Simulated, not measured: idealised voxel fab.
process module | voxel wiring stack
cross-section cut | 220 nm wide | cells 5 nm
A cross-section is a grid of square cells, given in bands from the top down. A band is one or more rows of cells.
Each band's line starts with the height of the band's top and of its bottom, in nm. Then come its materials from left to right, each with its width in nm. One material with "throughout" fills the band from edge to edge. "air" is empty space.
Height 0 is the level under which the wafer as received is all one material. The lowest band goes on downwards, as in "0 down".
A width such as "30 to 40" changes by the same amount from each row of cells to the next, from the band's top row to its bottom row.
"no change" after a step means that no cell of the cross-section changed.
closed voids: empty space of 8 cells or more with no open way to the top, each as width x height at its distance from the left edge, in nm
after a step's settings: what the simulator itself notes on the step
overlay nm, on a step with a mask: how far to the right of its planned place the mask lay; to the left if negative
plan
1 op RECEIVE | material Si
2 op CONFORMAL_DEP | material SiO2 | thk nm 15
3 op DIRECTIONAL_DEP | material TiN | thk nm 5
4 op DIRECTIONAL_DEP | material W | thk nm 15
5 op DIRECTIONAL_DEP | material aC | thk nm 10
6 op PATTERN | tone cover | mask id METAL_1 | material resist | width nm 25 | pitch nm 40 | thk nm 30 | overlay nm 0
7 op DIRECTIONAL_ETCH | etch materials aC | depth nm 10
8 op STRIP | etch materials resist
9 op DIRECTIONAL_ETCH | etch materials W | depth nm 15
10 op DIRECTIONAL_ETCH | etch materials TiN | depth nm 5
11 op STRIP | etch materials aC
12 op CONFORMAL_DEP | material SiCN | thk nm 5
13 op FILL_DEP | material SiO2 | thk nm 5
14 op CMP | height nm 35
15 op CONFORMAL_DEP | material SiCN | thk nm 5
16 op DIRECTIONAL_DEP | material SiO2 | thk nm 30
17 op DIRECTIONAL_DEP | material aC | thk nm 10
18 op PATTERN | tone open | mask id METAL_2 | material resist | width nm 25 | pitch nm 40 | thk nm 30 | overlay nm 0
19 op DIRECTIONAL_ETCH | etch materials aC | depth nm 10
20 op STRIP | etch materials resist
21 op DIRECTIONAL_ETCH | etch materials SiO2 | depth nm 15
22 op STRIP | etch materials aC
23 op MASKED_ETCH | tone open | mask id METAL_2_HOLES | width nm 15 | pitch nm 40 | etch materials SiO2 | depth nm 15 | overlay nm 0
24 op MASKED_ETCH | tone open | mask id METAL_2_HOLES | width nm 15 | pitch nm 40 | etch materials SiCN | depth nm 5 | overlay nm 0
25 op CONFORMAL_DEP | material TiN | thk nm 5
26 op FILL_DEP | material Cu | thk nm 10
27 op CMP | height nm 70
28 op CONFORMAL_DEP | material SiN | thk nm 5
as received, after step 1
  0 down: Si throughout
  closed voids: none
first wafer at the end, as planned
  75 to 70: SiN throughout
  70 to 60: SiO2 75 | TiN 5 | Cu 15 | TiN 5 | SiO2 15 | TiN 5 | Cu 15 | TiN 5 | SiO2 80
  60 to 55: SiO2 75 | TiN 5 | Cu 5 | TiN 15 | SiO2 15 | TiN 5 | Cu 5 | TiN 15 | SiO2 80
  55 to 40: SiO2 75 | TiN 5 | Cu 5 | TiN 5 | SiO2 25 | TiN 5 | Cu 5 | TiN 5 | SiO2 90
  40 to 35: SiCN 75 | TiN 15 | SiCN 25 | TiN 15 | SiCN 90
  35 to 20: SiO2 70 | SiCN 5 | W 25 | SiCN 5 | SiO2 5 | SiCN 5 | W 25 | SiCN 5 | SiO2 75
  20 to 15: SiCN 75 | TiN 25 | SiCN 15 | TiN 25 | SiCN 80
  15 to 0: SiO2 throughout
  0 down: Si throughout
  closed voids: none
second wafer at the end: like start, like plan, one mistake
  75 to 70: SiN throughout
  70 to 60: Cu throughout
  60 to 55: TiN throughout
  55 to 40: SiO2 90 | TiN 10 | SiO2 30 | TiN 10 | SiO2 80
  40 to 35: SiCN throughout
  35 to 20: SiO2 70 | SiCN 5 | W 25 | SiCN 5 | SiO2 5 | SiCN 5 | W 25 | SiCN 5 | SiO2 75
  20 to 15: SiCN 75 | TiN 25 | SiCN 15 | TiN 25 | SiCN 80
  15 to 0: SiO2 throughout
  0 down: Si throughout
  closed voids: none
what went wrong: step 23 ran as: op MASKED_ETCH | tone cover | mask id METAL_2_HOLES | width nm 15 | pitch nm 40 | etch materials SiO2 | depth nm 15 | overlay nm 0
at the end the second wafer has, in cells: 68 more of Cu | 6 more of SiCN | 96 fewer of SiO2 | 22 more of TiN
